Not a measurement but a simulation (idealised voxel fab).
The name of this process module is voxel gate over fins.
FYI the section here is cut, 155 nm wide, cells are 5 nm squares.
Cross-section format: a grid of square cells, given as bands from top to bottom; each band is one or more rows of cells. Top height, bottom height, nm. Materials left to right, width each, nm. Single material + "all across" = fills band edge to edge. "empty" = empty. Beneath 0, the wafer as received is one material, and that level is where height counting begins. The lowest band goes on downward without a bottom; it is written like "0 down". Per-row width for "30->40": begins at first number (top row of band), ends at second number (bottom row), increment between rows held constant. Step note "nothing different" = no cross-section cell changed. Voids not open to the top, 8 cells minimum: see "closed voids". Written width x height at distance; distance is from the left edge; nm. Heads up: the bit after the settings on a step's line is the simulator's remark on that step. The "overlay nm" setting may appear on a step's line; for a step that uses a mask, it gives how far to the right of its planned position the mask lay, and a negative value indicates the left.

The steps planned for the process are as follows
1. RECEIVE,material Si
2. CONFORMAL_DEP,material SiN,thk nm 10
3. MASKED_ETCH,tone cover,mask id FINS,width nm 15,pitch nm 40,etch materials SiN,depth nm 10,overlay nm 0
4. MASKED_ETCH,tone cover,mask id FINS,width nm 15,pitch nm 40,etch materials Si,depth nm 40,overlay nm 0
5. OXIDIZE,depth nm 5
6. FILL_DEP,material SiO2,thk nm 10
7. CMP,height nm 10
8. SELECTIVE_ETCH,etch materials SiO2,depth nm 25
9. STRIP,etch materials SiN
10. CONFORMAL_DEP,material HfO2,thk nm 5
11. CONFORMAL_DEP,material TiN,thk nm 5
12. CONFORMAL_DEP,material TiAl,thk nm 5
13. CONFORMAL_DEP,material TiN,thk nm 5
14. FILL_DEP,material W,thk nm 10
15. CMP,height nm 25
16. CONFORMAL_DEP,material SiCN,thk nm 5

Cross-section of the wafer upon arrival, representing the state reached after step 1
> 0 down: Si all across
> closed voids: none

Final cross-section, module run with one mistake (start and plan as above)
> 30 to 25: SiCN all across
> 25 to 20: W all across
> 20 to 15: TiN all across
> 15 to 10: TiAl all across
> 10 to 5: TiN=55, then TiAl=5, then TiN=35, then TiAl=5, then TiN=55
> 5 to 0: HfO2=50, then TiN=15, then HfO2=25, then TiN=15, then HfO2=50
> 0 to -5: Si=45, then HfO2=25, then Si=15, then HfO2=25, then Si=45
> -5 down: Si all across
> closed voids: none
The mistake made against the process plan was this: step 3 ran as: MASKED_ETCH,tone open,mask id FINS,width nm 15,pitch nm 40,etch materials SiN,depth nm 10,overlay nm 0
